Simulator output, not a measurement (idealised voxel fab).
process module | voxel spacer lines
The cross-section on display is named cut; it measures 265 nm wide, and its cells are 5 nm squares.
If you're reading a cross-section in this doc, picture square cells in a grid; it comes to you as bands, top ones listed first down to the bottom, and a band can be one or more rows of cells. The entry gives the band's vertical extent as a top height and a bottom height in nm, then its horizontal make-up as materials from left to right, each with a width in nm. "empty" stands for empty space; a single material marked "edge to edge" fills the band edge to edge. Where do heights start? At 0: under that level the wafer as delivered is made of one material only. And the lowest band has no floor; it just carries on downward, as in "0 -> down". Graded width ("30..40"): value in top row of band = first number; value in bottom row = second number; row-to-row change constant. "same as before" for a step: no cell of the cross-section changed in that step. Closed-off voids of 8+ cells (no open route to the top) go in "Voids, sealed", written width x height at distance from the left edge, in nm. Note: text after step settings on the step line = simulator remark on that step. overlay nm: on a step with a mask, how far right of its planned place the mask lay; negative means left.

Process steps - plan:
1,RECEIVE with material Si
2,CONFORMAL_DEP with material SiO2, thk nm 10
3,DIRECTIONAL_DEP with material polySi, thk nm 20
4,DIRECTIONAL_DEP with material aC, thk nm 20
5,PATTERN with tone cover, mask id MANDREL, material resist, width nm 15, pitch nm 60, thk nm 30, overlay nm 0
6,DIRECTIONAL_ETCH with etch materials aC, depth nm 20
7,STRIP with etch materials resist
8,CONFORMAL_DEP with material SiN, thk nm 10
9,DIRECTIONAL_ETCH with etch materials SiN, depth nm 10
10,STRIP with etch materials aC
11,DIRECTIONAL_ETCH with etch materials polySi, depth nm 20
12,STRIP with etch materials SiN
13,FILL_DEP with material SiO2, thk nm 5
14,CMP with height nm 30
Don't read the plan's width nm for step 5 as applying to every wafer: that's the first wafer's value, and the wafers differ in it, though they all start identical.

First wafer as received, after step 1:
* 0 -> down: Si edge to edge
* Voids, sealed: none

Where each wafer stands at the end of the module, a row apiece: cells of each material gained (+) or lost (-) since it was received, then closed voids:
width nm 15, +270 SiO2, +48 polySi, Voids, sealed: none
width nm 20, +270 SiO2, +48 polySi, Voids, sealed: none
width nm 25, +270 SiO2, +48 polySi, Voids, sealed: none
width nm 30, +270 SiO2, +48 polySi, Voids, sealed: none
width nm 35, +270 SiO2, +48 polySi, Voids, sealed: none
